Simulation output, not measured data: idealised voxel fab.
The document below concerns the process module designated voxel wiring stack.
For reference, the cross-section in this document is cut, with width 225 nm and square cells of 5 nm.
When this document writes out a cross-section, it uses a grid of square cells and lists it as bands, beginning at the top and moving down, with a band standing for one or more rows of cells. First you get the band's top height and its bottom height, in nm, and then the materials it's made of, left to right, with each width in nm. If you see a single material with "throughout", that one covers the band edge to edge. "blank" is empty space. For the purposes of this specification, 0 denotes the height below which the wafer in its as-received condition is composed wholly of one material, and the lowermost band, lacking a lower limit, extends downward without end, as expressed in "0 -> down". Graded width ("30..40"): value in top row of band = first number; value in bottom row = second number; row-to-row change constant. "no modification" (step): cross-section cells unchanged, all of them. For the entry "Enclosed voids", the listed items are empty spaces with no open way to the top whose size is 8 cells or more; each item follows the pattern width x height at distance, where distance is from the left edge and all three are in nm. On each step's line, the part that comes after the settings is the simulator's own comment on the step. "overlay nm" answers the question of how far to the right of plan the mask lay on a step that has a mask, and when it is negative the answer is to the left. Pairs from here to the end. Each: cross-section before one process step, cross-section after it, the latter only as far down as the lowest band that changed. Under each: the step between, and its settings. Mind that the pairs may be taken from different runs of this module on the same starting wafer; whether a pair continues from the pair above depends on its entry headed "Before-step section", and it does only where that entry says so.
Before-step section
* 100 -> 95  45 SiO2; 30 SiCN; 5 SiO2; 30 SiCN; 5 SiO2; 30 SiCN; 5 SiO2; 30 SiCN; 45 SiO2
* 95 -> 75  45 SiO2; 5 SiCN; 20 W; 5 SiCN; 5 SiO2; 5 SiCN; 20 W; 5 SiCN; 5 SiO2; 5 SiCN; 20 W; 5 SiCN; 5 SiO2; 5 SiCN; 20 W; 5 SiCN; 45 SiO2
* 75 -> 70  50 SiCN; 20 W; 15 SiCN; 20 W; 15 SiCN; 20 W; 15 SiCN; 20 W; 50 SiCN
* 70 -> 50  50 lowk; 15 Ru; 20 lowk; 15 Ru; 20 lowk; 15 Ru; 20 lowk; 15 Ru; 55 lowk
* 50 -> 45  50 SiCN; 15 Ru; 20 SiCN; 15 Ru; 20 SiCN; 15 Ru; 20 SiCN; 15 Ru; 55 SiCN
* 45 -> 20  50 lowk; 5 TiN; 10 Cu; 5 TiN; 15 lowk; 5 TiN; 10 Cu; 5 TiN; 15 lowk; 5 TiN; 10 Cu; 5 TiN; 15 lowk; 5 TiN; 10 Cu; 5 TiN; 50 lowk
* 20 -> 15  50 SiN; 20 TiN; 15 SiN; 20 TiN; 15 SiN; 20 TiN; 15 SiN; 20 TiN; 50 SiN
* 15 -> 0  SiO2 throughout
* 0 -> down  Si throughout
* Enclosed voids: none
Cross-Section After Step
* 105 -> 100  SiCN throughout
* Below 100, the layers are the same as they were.
* Enclosed voids: none
The two cross-sections above are separated by a single process step, namely CONFORMAL_DEP with material SiCN, thk nm 5
Before-step section: no separate figure, the pair right above already shows it after its step.
Cross-Section After Step
* 140 -> 105  SiO2 throughout
* Below 105, the layers are the same as they were.
* Enclosed voids: none
The two cross-sections above are separated by a single process step, namely DIRECTIONAL_DEP with material SiO2, thk nm 35
Before-step section: no separate figure, the pair right above already shows it after its step.
Cross-Section After Step
* 140 -> 105  50 SiO2; 15 blank; 20 SiO2; 15 blank; 20 SiO2; 15 blank; 20 SiO2; 15 blank; 55 SiO2
* Below 105, the layers are the same as they were.
* Enclosed voids: none
The two cross-sections above are separated by a single process step, namely MASKED_ETCH with tone open, mask id METAL_3_HOLES, width nm 15, pitch nm 35, etch materials SiO2, depth nm 35, overlay nm 0
Before-step section: no separate figure, the pair right above already shows it after its step.
Cross-Section After Step
* 155 -> 140  50 resist; 20 blank; 15 resist; 20 blank; 15 resist; 20 blank; 15 resist; 20 blank; 50 resist
* Below 140, the layers are the same as they were.
* Enclosed voids: none
The two cross-sections above are separated by a single process step, namely PATTERN with tone open, mask id METAL_3, material resist, width nm 20, pitch nm 35, thk nm 15, overlay nm 0
Before-step section: no separate figure, the pair right above already shows it after its step.
Cross-Section After Step
* 155 -> 140  50 resist; 20 blank; 15 resist; 20 blank; 15 resist; 20 blank; 15 resist; 20 blank; 50 resist
* 140 -> 120  50 SiO2; 20 blank; 15 SiO2; 20 blank; 15 SiO2; 20 blank; 15 SiO2; 20 blank; 50 SiO2
* Below 120, the layers are the same as they were.
* Enclosed voids: none
The two cross-sections above are separated by a single process step, namely DIRECTIONAL_ETCH with etch materials SiO2, depth nm 20
Before-step section: no separate figure, the pair right above already shows it after its step.
Cross-Section After Step
* 155 -> 140  50 resist; 20 blank; 15 resist; 20 blank; 15 resist; 20 blank; 15 resist; 20 blank; 50 resist
* 140 -> 120  50 SiO2; 20 blank; 15 SiO2; 20 blank; 15 SiO2; 20 blank; 15 SiO2; 20 blank; 50 SiO2
* 120 -> 105  50 SiO2; 15 blank; 20 SiO2; 15 blank; 20 SiO2; 15 blank; 20 SiO2; 15 blank; 55 SiO2
* 105 -> 100  50 SiCN; 15 blank; 20 SiCN; 15 blank; 20 SiCN; 15 blank; 20 SiCN; 15 blank; 55 SiCN
* Below 100, the layers are the same as they were.
* Enclosed voids: none
The two cross-sections above are separated by a single process step, namely DIRECTIONAL_ETCH with etch materials SiCN, depth nm 5
Before-step section: no separate figure, the pair right above already shows it after its step.
Cross-Section After Step
* 140 -> 120  50 SiO2; 20 blank; 15 SiO2; 20 blank; 15 SiO2; 20 blank; 15 SiO2; 20 blank; 50 SiO2
* Below 120, the layers are the same as they were.
* Enclosed voids: none
The two cross-sections above are separated by a single process step, namely STRIP with etch materials resist
Before-step section: no separate figure, the pair right above already shows it after its step.
Cross-Section After Step
* 145 -> 140  55 TiN; 10 blank; 25 TiN; 10 blank; 25 TiN; 10 blank; 25 TiN; 10 blank; 55 TiN
* 140 -> 125  50 SiO2; 5 TiN; 10 blank; 5 TiN; 15 SiO2; 5 TiN; 10 blank; 5 TiN; 15 SiO2; 5 TiN; 10 blank; 5 TiN; 15 SiO2; 5 TiN; 10 blank; 5 TiN; 50 SiO2
* 125 -> 120  50 SiO2; 5 TiN; 5 blank; 10 TiN; 15 SiO2; 5 TiN; 5 blank; 10 TiN; 15 SiO2; 5 TiN; 5 blank; 10 TiN; 15 SiO2; 5 TiN; 5 blank; 10 TiN; 50 SiO2
* 120 -> 105  50 SiO2; 5 TiN; 5 blank; 5 TiN; 20 SiO2; 5 TiN; 5 blank; 5 TiN; 20 SiO2; 5 TiN; 5 blank; 5 TiN; 20 SiO2; 5 TiN; 5 blank; 5 TiN; 55 SiO2
* 105 -> 100  50 SiCN; 15 TiN; 20 SiCN; 15 TiN; 20 SiCN; 15 TiN; 20 SiCN; 15 TiN; 55 SiCN
* Below 100, the layers are the same as they were.
* Enclosed voids: none
The two cross-sections above are separated by a single process step, namely CONFORMAL_DEP with material TiN, thk nm 5
Before-step section: no separate figure, the pair right above already shows it after its step.
Cross-Section After Step
* 150 -> 145  Cu throughout
* 145 -> 140  55 TiN; 10 Cu; 25 TiN; 10 Cu; 25 TiN; 10 Cu; 25 TiN; 10 Cu; 55 TiN
* 140 -> 125  50 SiO2; 5 TiN; 10 Cu; 5 TiN; 15 SiO2; 5 TiN; 10 Cu; 5 TiN; 15 SiO2; 5 TiN; 10 Cu; 5 TiN; 15 SiO2; 5 TiN; 10 Cu; 5 TiN; 50 SiO2
* 125 -> 120  50 SiO2; 5 TiN; 5 Cu; 10 TiN; 15 SiO2; 5 TiN; 5 Cu; 10 TiN; 15 SiO2; 5 TiN; 5 Cu; 10 TiN; 15 SiO2; 5 TiN; 5 Cu; 10 TiN; 50 SiO2
* 120 -> 105  50 SiO2; 5 TiN; 5 Cu; 5 TiN; 20 SiO2; 5 TiN; 5 Cu; 5 TiN; 20 SiO2; 5 TiN; 5 Cu; 5 TiN; 20 SiO2; 5 TiN; 5 Cu; 5 TiN; 55 SiO2
* Below 105, the layers are the same as they were.
* Enclosed voids: none
The two cross-sections above are separated by a single process step, namely FILL_DEP with material Cu, thk nm 5
Before-step section: no separate figure, the pair right above already shows it after its step.
Cross-Section After Step
* 140 -> 125  50 SiO2; 5 TiN; 10 Cu; 5 TiN; 15 SiO2; 5 TiN; 10 Cu; 5 TiN; 15 SiO2; 5 TiN; 10 Cu; 5 TiN; 15 SiO2; 5 TiN; 10 Cu; 5 TiN; 50 SiO2
* Below 125, the layers are the same as they were.
* Enclosed voids: none
The two cross-sections above are separated by a single process step, namely CMP with height nm 140
Before-step section: no separate figure, the pair right above already shows it after its step.
Cross-Section After Step
* 145 -> 140  SiCN throughout
* Below 140, the layers are the same as they were.
* Enclosed voids: none
The two cross-sections above are separated by a single process step, namely CONFORMAL_DEP with material SiCN, thk nm 5
Before-step section: no separate figure, the pair right above already shows it after its step.
Cross-Section After Step
* 160 -> 145  lowk throughout
* Below 145, the layers are the same as they were.
* Enclosed voids: none
The two cross-sections above are separated by a single process step, namely DIRECTIONAL_DEP with material lowk, thk nm 15
Before-step section: no separate figure, the pair right above already shows it after its step.
Cross-Section After Step
* 170 -> 160  aC throughout
* Below 160, the layers are the same as they were.
* Enclosed voids: none
The two cross-sections above are separated by a single process step, namely DIRECTIONAL_DEP with material aC, thk nm 10
Before-step section: no separate figure, the pair right above already shows it after its step.
Cross-Section After Step
* 200 -> 170  50 resist; 15 blank; 20 resist; 15 blank; 20 resist; 15 blank; 20 resist; 15 blank; 55 resist
* Below 170, the layers are the same as they were.
* Enclosed voids: none
The two cross-sections above are separated by a single process step, namely PATTERN with tone open, mask id PLUG_3, material resist, width nm 15, pitch nm 35, thk nm 30, overlay nm 0
Before-step section: no separate figure, the pair right above already shows it after its step.
Cross-Section After Step
* 190 -> 170  50 resist; 15 blank; 20 resist; 15 blank; 20 resist; 15 blank; 20 resist; 15 blank; 55 resist
* 170 -> 160  50 aC; 15 blank; 20 aC; 15 blank; 20 aC; 15 blank; 20 aC; 15 blank; 55 aC
* Below 160, the layers are the same as they were.
* Enclosed voids: none
The two cross-sections above are separated by a single process step, namely DIRECTIONAL_ETCH with etch materials aC, depth nm 10
Before-step section: no separate figure, the pair right above already shows it after its step.
Cross-Section After Step
* 170 -> 160  50 aC; 15 blank; 20 aC; 15 blank; 20 aC; 15 blank; 20 aC; 15 blank; 55 aC
* Below 160, the layers are the same as they were.
* Enclosed voids: none
The two cross-sections above are separated by a single process step, namely STRIP with etch materials resist
Before-step section: no separate figure, the pair right above already shows it after its step.
Cross-Section After Step
* 170 -> 160  50 aC; 15 blank; 20 aC; 15 blank; 20 aC; 15 blank; 20 aC; 15 blank; 55 aC
* 160 -> 145  50 lowk; 15 blank; 20 lowk; 15 blank; 20 lowk; 15 blank; 20 lowk; 15 blank; 55 lowk
* Below 145, the layers are the same as they were.
* Enclosed voids: none
The two cross-sections above are separated by a single process step, namely DIRECTIONAL_ETCH with etch materials lowk, depth nm 15
Before-step section: no separate figure, the pair right above already shows it after its step.
Cross-Section After Step
* 170 -> 160  50 aC; 15 blank; 20 aC; 15 blank; 20 aC; 15 blank; 20 aC; 15 blank; 55 aC
* 160 -> 145  50 lowk; 15 blank; 20 lowk; 15 blank; 20 lowk; 15 blank; 20 lowk; 15 blank; 55 lowk
* 145 -> 140  50 SiCN; 15 blank; 20 SiCN; 15 blank; 20 SiCN; 15 blank; 20 SiCN; 15 blank; 55 SiCN
* Below 140, the layers are the same as they were.
* Enclosed voids: none
The two cross-sections above are separated by a single process step, namely DIRECTIONAL_ETCH with etch materials SiCN, depth nm 5
Before-step section: no separate figure, the pair right above already shows it after its step.
Cross-Section After Step
* 160 -> 145  50 lowk; 15 blank; 20 lowk; 15 blank; 20 lowk; 15 blank; 20 lowk; 15 blank; 55 lowk
* Below 145, the layers are the same as they were.
* Enclosed voids: none
The two cross-sections above are separated by a single process step, namely STRIP with etch materials aC
Before-step section: no separate figure, the pair right above already shows it after its step.
Cross-Section After Step
* 160 -> 150  50 lowk; 15 blank; 20 lowk; 15 blank; 20 lowk; 15 blank; 20 lowk; 15 blank; 55 lowk
* 150 -> 145  50 lowk; 15 Ru; 20 lowk; 15 Ru; 20 lowk; 15 Ru; 20 lowk; 15 Ru; 55 lowk
* 145 -> 140  50 SiCN; 15 Ru; 20 SiCN; 15 Ru; 20 SiCN; 15 Ru; 20 SiCN; 15 Ru; 55 SiCN
* Below 140, the layers are the same as they were.
* Enclosed voids: none
The two cross-sections above are separated by a single process step, namely EPI with material Ru, thk nm 10
Before-step section: no separate figure, the pair right above already shows it after its step.
Cross-Section After Step
* 160 -> 145  50 lowk; 15 Ru; 20 lowk; 15 Ru; 20 lowk; 15 Ru; 20 lowk; 15 Ru; 55 lowk
* Below 145, the layers are the same as they were.
* Enclosed voids: none
The two cross-sections above are separated by a single process step, namely EPI with material Ru, thk nm 10
Before-step section: no separate figure, the pair right above already shows it after its step.
Cross-Section After Step
* 165 -> 160  SiCN throughout
* Below 160, the layers are the same as they were.
* Enclosed voids: none
The two cross-sections above are separated by a single process step, namely CONFORMAL_DEP with material SiCN, thk nm 5
Before-step section: no separate figure, the pair right above already shows it after its step.
Cross-Section After Step
* 185 -> 165  lowk throughout
* Below 165, the layers are the same as they were.
* Enclosed voids: none
The two cross-sections above are separated by a single process step, namely DIRECTIONAL_DEP with material lowk, thk nm 20
Before-step section: no separate figure, the pair right above already shows it after its step.
Cross-Section After Step
* 200 -> 185  50 resist; 20 blank; 15 resist; 20 blank; 15 resist; 20 blank; 15 resist; 20 blank; 50 resist
* Below 185, the layers are the same as they were.
* Enclosed voids: none
The two cross-sections above are separated by a single process step, namely PATTERN with tone open, mask id METAL_4, material resist, width nm 20, pitch nm 35, thk nm 15, overlay nm 0
Before-step section: no separate figure, the pair right above already shows it after its step.
Cross-Section After Step
* 200 -> 185  50 resist; 20 blank; 15 resist; 20 blank; 15 resist; 20 blank; 15 resist; 20 blank; 50 resist
* 185 -> 165  50 lowk; 20 blank; 15 lowk; 20 blank; 15 lowk; 20 blank; 15 lowk; 20 blank; 50 lowk
* Below 165, the layers are the same as they were.
* Enclosed voids: none
The two cross-sections above are separated by a single process step, namely DIRECTIONAL_ETCH with etch materials lowk, depth nm 20
Before-step section: no separate figure, the pair right above already shows it after its step.
Cross-Section After Step
* 200 -> 185  50 resist; 20 blank; 15 resist; 20 blank; 15 resist; 20 blank; 15 resist; 20 blank; 50 resist
* 185 -> 165  50 lowk; 20 blank; 15 lowk; 20 blank; 15 lowk; 20 blank; 15 lowk; 20 blank; 50 lowk
* 165 -> 160  50 SiCN; 20 blank; 15 SiCN; 20 blank; 15 SiCN; 20 blank; 15 SiCN; 20 blank; 50 SiCN
* Below 160, the layers are the same as they were.
* Enclosed voids: none
The two cross-sections above are separated by a single process step, namely DIRECTIONAL_ETCH with etch materials SiCN, depth nm 5
Before-step section: no separate figure, the pair right above already shows it after its step.
Cross-Section After Step
* 185 -> 165  50 lowk; 20 blank; 15 lowk; 20 blank; 15 lowk; 20 blank; 15 lowk; 20 blank; 50 lowk
* Below 165, the layers are the same as they were.
* Enclosed voids: none
The two cross-sections above are separated by a single process step, namely STRIP with etch materials resist
Before-step section: no separate figure, the pair right above already shows it after its step.
Cross-Section After Step
* 190 -> 185  55 TiN; 10 blank; 25 TiN; 10 blank; 25 TiN; 10 blank; 25 TiN; 10 blank; 55 TiN
* 185 -> 165  50 lowk; 5 TiN; 10 blank; 5 TiN; 15 lowk; 5 TiN; 10 blank; 5 TiN; 15 lowk; 5 TiN; 10 blank; 5 TiN; 15 lowk; 5 TiN; 10 blank; 5 TiN; 50 lowk
* 165 -> 160  50 SiCN; 20 TiN; 15 SiCN; 20 TiN; 15 SiCN; 20 TiN; 15 SiCN; 20 TiN; 50 SiCN
* Below 160, the layers are the same as they were.
* Enclosed voids: none
The two cross-sections above are separated by a single process step, namely CONFORMAL_DEP with material TiN, thk nm 5
Before-step section: no separate figure, the pair right above already shows it after its step.
Cross-Section After Step
* 195 -> 190  Cu throughout
* 190 -> 185  55 TiN; 10 Cu; 25 TiN; 10 Cu; 25 TiN; 10 Cu; 25 TiN; 10 Cu; 55 TiN
* 185 -> 165  50 lowk; 5 TiN; 10 Cu; 5 TiN; 15 lowk; 5 TiN; 10 Cu; 5 TiN; 15 lowk; 5 TiN; 10 Cu; 5 TiN; 15 lowk; 5 TiN; 10 Cu; 5 TiN; 50 lowk
* Below 165, the layers are the same as they were.
* Enclosed voids: none
The two cross-sections above are separated by a single process step, namely FILL_DEP with material Cu, thk nm 5
Before-step section: no separate figure, the pair right above already shows it after its step.
Cross-Section After Step
* 185 -> 165  50 lowk; 5 TiN; 10 Cu; 5 TiN; 15 lowk; 5 TiN; 10 Cu; 5 TiN; 15 lowk; 5 TiN; 10 Cu; 5 TiN; 15 lowk; 5 TiN; 10 Cu; 5 TiN; 50 lowk
* Below 165, the layers are the same as they were.
* Enclosed voids: none
The two cross-sections above are separated by a single process step, namely CMP with height nm 185
Before-step section: no separate figure, the pair right above already shows it after its step.
Cross-Section After Step
* 190 -> 185  SiN throughout
* Below 185, the layers are the same as they were.
* Enclosed voids: none
The two cross-sections above are separated by a single process step, namely CONFORMAL_DEP with material SiN, thk nm 5
Before-step section
* 15 -> 0  SiO2 throughout
* 0 -> down  Si throughout
* Enclosed voids: none
Cross-Section After Step
* 30 -> 0  SiO2 throughout
* Below 0, the layers are the same as they were.
* Enclosed voids: none
The two cross-sections above are separated by a single process step, namely CONFORMAL_DEP with material SiO2, thk nm 15
Before-step section: no separate figure, the pair right above already shows it after its step.
Cross-Section After Step
* 35 -> 30  SiN throughout
* Below 30, the layers are the same as they were.
* Enclosed voids: none
The two cross-sections above are separated by a single process step, namely CONFORMAL_DEP with material SiN, thk nm 5
Before-step section: no separate figure, the pair right above already shows it after its step.
Cross-Section After Step
* 60 -> 35  lowk throughout
* Below 35, the layers are the same as they were.
* Enclosed voids: none
The two cross-sections above are separated by a single process step, namely DIRECTIONAL_DEP with material lowk, thk nm 25
Before-step section: no separate figure, the pair right above already shows it after its step.
Cross-Section After Step
* 60 -> 35  50 lowk; 20 blank; 15 lowk; 20 blank; 15 lowk; 20 blank; 15 lowk; 20 blank; 50 lowk
* Below 35, the layers are the same as they were.
* Enclosed voids: none
The two cross-sections above are separated by a single process step, namely MASKED_ETCH with tone open, mask id METAL_1, width nm 20, pitch nm 35, etch materials lowk, depth nm 25, overlay nm 0
Before-step section: no separate figure, the pair right above already shows it after its step.
Cross-Section After Step
* 60 -> 35  50 lowk; 20 blank; 15 lowk; 20 blank; 15 lowk; 20 blank; 15 lowk; 20 blank; 50 lowk
* 35 -> 30  50 SiN; 20 blank; 15 SiN; 20 blank; 15 SiN; 20 blank; 15 SiN; 20 blank; 50 SiN
* Below 30, the layers are the same as they were.
* Enclosed voids: none
The two cross-sections above are separated by a single process step, namely MASKED_ETCH with tone open, mask id METAL_1, width nm 20, pitch nm 35, etch materials SiN, depth nm 5, overlay nm 0
Before-step section: no separate figure, the pair right above already shows it after its step.
Cross-Section After Step
* 65 -> 60  55 TiN; 10 blank; 25 TiN; 10 blank; 25 TiN; 10 blank; 25 TiN; 10 blank; 55 TiN
* 60 -> 35  50 lowk; 5 TiN; 10 blank; 5 TiN; 15 lowk; 5 TiN; 10 blank; 5 TiN; 15 lowk; 5 TiN; 10 blank; 5 TiN; 15 lowk; 5 TiN; 10 blank; 5 TiN; 50 lowk
* 35 -> 30  50 SiN; 20 TiN; 15 SiN; 20 TiN; 15 SiN; 20 TiN; 15 SiN; 20 TiN; 50 SiN
* Below 30, the layers are the same as they were.
* Enclosed voids: none
The two cross-sections above are separated by a single process step, namely CONFORMAL_DEP with material TiN, thk nm 5
Before-step section: no separate figure, the pair right above already shows it after its step.
Cross-Section After Step
* 70 -> 65  Cu throughout
* 65 -> 60  55 TiN; 10 Cu; 25 TiN; 10 Cu; 25 TiN; 10 Cu; 25 TiN; 10 Cu; 55 TiN
* 60 -> 35  50 lowk; 5 TiN; 10 Cu; 5 TiN; 15 lowk; 5 TiN; 10 Cu; 5 TiN; 15 lowk; 5 TiN; 10 Cu; 5 TiN; 15 lowk; 5 TiN; 10 Cu; 5 TiN; 50 lowk
* Below 35, the layers are the same as they were.
* Enclosed voids: none
The two cross-sections above are separated by a single process step, namely FILL_DEP with material Cu, thk nm 5
Before-step section: no separate figure, the pair right above already shows it after its step.
Cross-Section After Step
* 45 -> 35  50 lowk; 5 TiN; 10 Cu; 5 TiN; 15 lowk; 5 TiN; 10 Cu; 5 TiN; 15 lowk; 5 TiN; 10 Cu; 5 TiN; 15 lowk; 5 TiN; 10 Cu; 5 TiN; 50 lowk
* Below 35, the layers are the same as they were.
* Enclosed voids: none
The two cross-sections above are separated by a single process step, namely CMP with height nm 45
Before-step section: no separate figure, the pair right above already shows it after its step.
Cross-Section After Step
* 50 -> 45  SiCN throughout
* Below 45, the layers are the same as they were.
* Enclosed voids: none
The two cross-sections above are separated by a single process step, namely CONFORMAL_DEP with material SiCN, thk nm 5
Before-step section: no separate figure, the pair right above already shows it after its step.
Cross-Section After Step
* 70 -> 50  lowk throughout
* Below 50, the layers are the same as they were.
* Enclosed voids: none
The two cross-sections above are separated by a single process step, namely DIRECTIONAL_DEP with material lowk, thk nm 20
Before-step section: no separate figure, the pair right above already shows it after its step.
Cross-Section After Step
* 85 -> 70  aC throughout
* Below 70, the layers are the same as they were.
* Enclosed voids: none
The two cross-sections above are separated by a single process step, namely DIRECTIONAL_DEP with material aC, thk nm 15
Before-step section: no separate figure, the pair right above already shows it after its step.
Cross-Section After Step
* 120 -> 85  50 resist; 15 blank; 20 resist; 15 blank; 20 resist; 15 blank; 20 resist; 15 blank; 55 resist
* Below 85, the layers are the same as they were.
* Enclosed voids: none
The two cross-sections above are separated by a single process step, namely PATTERN with tone open, mask id PLUG_1, material resist, width nm 15, pitch nm 35, thk nm 35, overlay nm 0
Before-step section: no separate figure, the pair right above already shows it after its step.
Cross-Section After Step
* 105 -> 85  50 resist; 15 blank; 20 resist; 15 blank; 20 resist; 15 blank; 20 resist; 15 blank; 55 resist
* 85 -> 70  50 aC; 15 blank; 20 aC; 15 blank; 20 aC; 15 blank; 20 aC; 15 blank; 55 aC
* Below 70, the layers are the same as they were.
* Enclosed voids: none
The two cross-sections above are separated by a single process step, namely DIRECTIONAL_ETCH with etch materials aC, depth nm 15
Before-step section: no separate figure, the pair right above already shows it after its step.
Cross-Section After Step
* 85 -> 70  50 aC; 15 blank; 20 aC; 15 blank; 20 aC; 15 blank; 20 aC; 15 blank; 55 aC
* Below 70, the layers are the same as they were.
* Enclosed voids: none
The two cross-sections above are separated by a single process step, namely STRIP with etch materials resist
Before-step section: no separate figure, the pair right above already shows it after its step.
Cross-Section After Step
* 85 -> 70  50 aC; 15 blank; 20 aC; 15 blank; 20 aC; 15 blank; 20 aC; 15 blank; 55 aC
* 70 -> 50  50 lowk; 15 blank; 20 lowk; 15 blank; 20 lowk; 15 blank; 20 lowk; 15 blank; 55 lowk
* Below 50, the layers are the same as they were.
* Enclosed voids: none
The two cross-sections above are separated by a single process step, namely DIRECTIONAL_ETCH with etch materials lowk, depth nm 20
Before-step section: no separate figure, the pair right above already shows it after its step.
Cross-Section After Step
* 85 -> 70  50 aC; 15 blank; 20 aC; 15 blank; 20 aC; 15 blank; 20 aC; 15 blank; 55 aC
* 70 -> 50  50 lowk; 15 blank; 20 lowk; 15 blank; 20 lowk; 15 blank; 20 lowk; 15 blank; 55 lowk
* 50 -> 45  50 SiCN; 15 blank; 20 SiCN; 15 blank; 20 SiCN; 15 blank; 20 SiCN; 15 blank; 55 SiCN
* Below 45, the layers are the same as they were.
* Enclosed voids: none
The two cross-sections above are separated by a single process step, namely DIRECTIONAL_ETCH with etch materials SiCN, depth nm 5
Before-step section: no separate figure, the pair right above already shows it after its step.
Cross-Section After Step
* 70 -> 50  50 lowk; 15 blank; 20 lowk; 15 blank; 20 lowk; 15 blank; 20 lowk; 15 blank; 55 lowk
* Below 50, the layers are the same as they were.
* Enclosed voids: none
The two cross-sections above are separated by a single process step, namely STRIP with etch materials aC
Before-step section: no separate figure, the pair right above already shows it after its step.
Cross-Section After Step
* 70 -> 55  50 lowk; 15 blank; 20 lowk; 15 blank; 20 lowk; 15 blank; 20 lowk; 15 blank; 55 lowk
* 55 -> 50  50 lowk; 15 Ru; 20 lowk; 15 Ru; 20 lowk; 15 Ru; 20 lowk; 15 Ru; 55 lowk
* 50 -> 45  50 SiCN; 15 Ru; 20 SiCN; 15 Ru; 20 SiCN; 15 Ru; 20 SiCN; 15 Ru; 55 SiCN
* Below 45, the layers are the same as they were.
* Enclosed voids: none
The two cross-sections above are separated by a single process step, namely EPI with material Ru, thk nm 10
Before-step section: no separate figure, the pair right above already shows it after its step.
Cross-Section After Step
* 70 -> 65  50 lowk; 15 blank; 20 lowk; 15 blank; 20 lowk; 15 blank; 20 lowk; 15 blank; 55 lowk
* 65 -> 50  50 lowk; 15 Ru; 20 lowk; 15 Ru; 20 lowk; 15 Ru; 20 lowk; 15 Ru; 55 lowk
* Below 50, the layers are the same as they were.
* Enclosed voids: none
The two cross-sections above are separated by a single process step, namely EPI with material Ru, thk nm 10
Before-step section: no separate figure, the pair right above already shows it after its step.
Cross-Section After Step
* 70 -> 50  50 lowk; 15 Ru; 20 lowk; 15 Ru; 20 lowk; 15 Ru; 20 lowk; 15 Ru; 55 lowk
* Below 50, the layers are the same as they were.
* Enclosed voids: none
The two cross-sections above are separated by a single process step, namely EPI with material Ru, thk nm 5
Before-step section: no separate figure, the pair right above already shows it after its step.
Cross-Section After Step
* 75 -> 70  TiN throughout
* Below 70, the layers are the same as they were.
* Enclosed voids: none
The two cross-sections above are separated by a single process step, namely DIRECTIONAL_DEP with material TiN, thk nm 5
Before-step section: no separate figure, the pair right above already shows it after its step.
Cross-Section After Step
* 100 -> 75  W throughout
* Below 75, the layers are the same as they were.
* Enclosed voids: none
The two cross-sections above are separated by a single process step, namely DIRECTIONAL_DEP with material W, thk nm 25
Before-step section: no separate figure, the pair right above already shows it after its step.
Cross-Section After Step
* 100 -> 75  50 blank; 20 W; 15 blank; 20 W; 15 blank; 20 W; 15 blank; 20 W; 50 blank
* Below 75, the layers are the same as they were.
* Enclosed voids: none
The two cross-sections above are separated by a single process step, namely MASKED_ETCH with tone cover, mask id METAL_2, width nm 20, pitch nm 35, etch materials W, depth nm 25, overlay nm 0
Before-step section: no separate figure, the pair right above already shows it after its step.
Cross-Section After Step
* 100 -> 75  50 blank; 20 W; 15 blank; 20 W; 15 blank; 20 W; 15 blank; 20 W; 50 blank
* 75 -> 70  50 blank; 20 TiN; 15 blank; 20 TiN; 15 blank; 20 TiN; 15 blank; 20 TiN; 50 blank
* Below 70, the layers are the same as they were.
* Enclosed voids: none
The two cross-sections above are separated by a single process step, namely MASKED_ETCH with tone cover, mask id METAL_2, width nm 20, pitch nm 35, etch materials TiN, depth nm 5, overlay nm 0
Before-step section: no separate figure, the pair right above already shows it after its step.
Cross-Section After Step
* 105 -> 100  45 blank; 30 SiCN; 5 blank; 30 SiCN; 5 blank; 30 SiCN; 5 blank; 30 SiCN; 45 blank
* 100 -> 75  45 blank; 5 SiCN; 20 W; 5 SiCN; 5 blank; 5 SiCN; 20 W; 5 SiCN; 5 blank; 5 SiCN; 20 W; 5 SiCN; 5 blank; 5 SiCN; 20 W; 5 SiCN; 45 blank
* 75 -> 70  50 SiCN; 20 TiN; 15 SiCN; 20 TiN; 15 SiCN; 20 TiN; 15 SiCN; 20 TiN; 50 SiCN
* Below 70, the layers are the same as they were.
* Enclosed voids: none
The two cross-sections above are separated by a single process step, namely CONFORMAL_DEP with material SiCN, thk nm 5
Before-step section: no separate figure, the pair right above already shows it after its step.
Cross-Section After Step
* 115 -> 105  SiO2 throughout
* 105 -> 100  45 SiO2; 30 SiCN; 5 SiO2; 30 SiCN; 5 SiO2; 30 SiCN; 5 SiO2; 30 SiCN; 45 SiO2
* 100 -> 75  45 SiO2; 5 SiCN; 20 W; 5 SiCN; 5 SiO2; 5 SiCN; 20 W; 5 SiCN; 5 SiO2; 5 SiCN; 20 W; 5 SiCN; 5 SiO2; 5 SiCN; 20 W; 5 SiCN; 45 SiO2
* Below 75, the layers are the same as they were.
* Enclosed voids: none
The two cross-sections above are separated by a single process step, namely FILL_DEP with material SiO2, thk nm 10
Before-step section: no separate figure, the pair right above already shows it after its step.
Cross-Section After Step
* 100 -> 75  45 SiO2; 5 SiCN; 20 W; 5 SiCN; 5 SiO2; 5 SiCN; 20 W; 5 SiCN; 5 SiO2; 5 SiCN; 20 W; 5 SiCN; 5 SiO2; 5 SiCN; 20 W; 5 SiCN; 45 SiO2
* Below 75, the layers are the same as they were.
* Enclosed voids: none
The two cross-sections above are separated by a single process step, namely CMP with height nm 100
Before-step section: no separate figure, the pair right above already shows it after its step.
Cross-Section After Step
* 105 -> 100  SiCN throughout
* Below 100, the layers are the same as they were.
* Enclosed voids: none
The two cross-sections above are separated by a single process step, namely CONFORMAL_DEP with material SiCN, thk nm 5
Before-step section: no separate figure, the pair right above already shows it after its step.
Cross-Section After Step
* 140 -> 105  SiO2 throughout
* Below 105, the layers are the same as they were.
* Enclosed voids: none
The two cross-sections above are separated by a single process step, namely DIRECTIONAL_DEP with material SiO2, thk nm 35
Before-step section: no separate figure, the pair right above already shows it after its step.
Cross-Section After Step
* 140 -> 105  50 SiO2; 15 blank; 20 SiO2; 15 blank; 20 SiO2; 15 blank; 20 SiO2; 15 blank; 55 SiO2
* Below 105, the layers are the same as they were.
* Enclosed voids: none
The two cross-sections above are separated by a single process step, namely MASKED_ETCH with tone open, mask id METAL_3_HOLES, width nm 15, pitch nm 35, etch materials SiO2, depth nm 35, overlay nm 0
Before-step section: no separate figure, the pair right above already shows it after its step.
Cross-Section After Step
* 155 -> 140  50 resist; 20 blank; 15 resist; 20 blank; 15 resist; 20 blank; 15 resist; 20 blank; 50 resist
* Below 140, the layers are the same as they were.
* Enclosed voids: none
The two cross-sections above are separated by a single process step, namely PATTERN with tone open, mask id METAL_3, material resist, width nm 20, pitch nm 35, thk nm 15, overlay nm 0
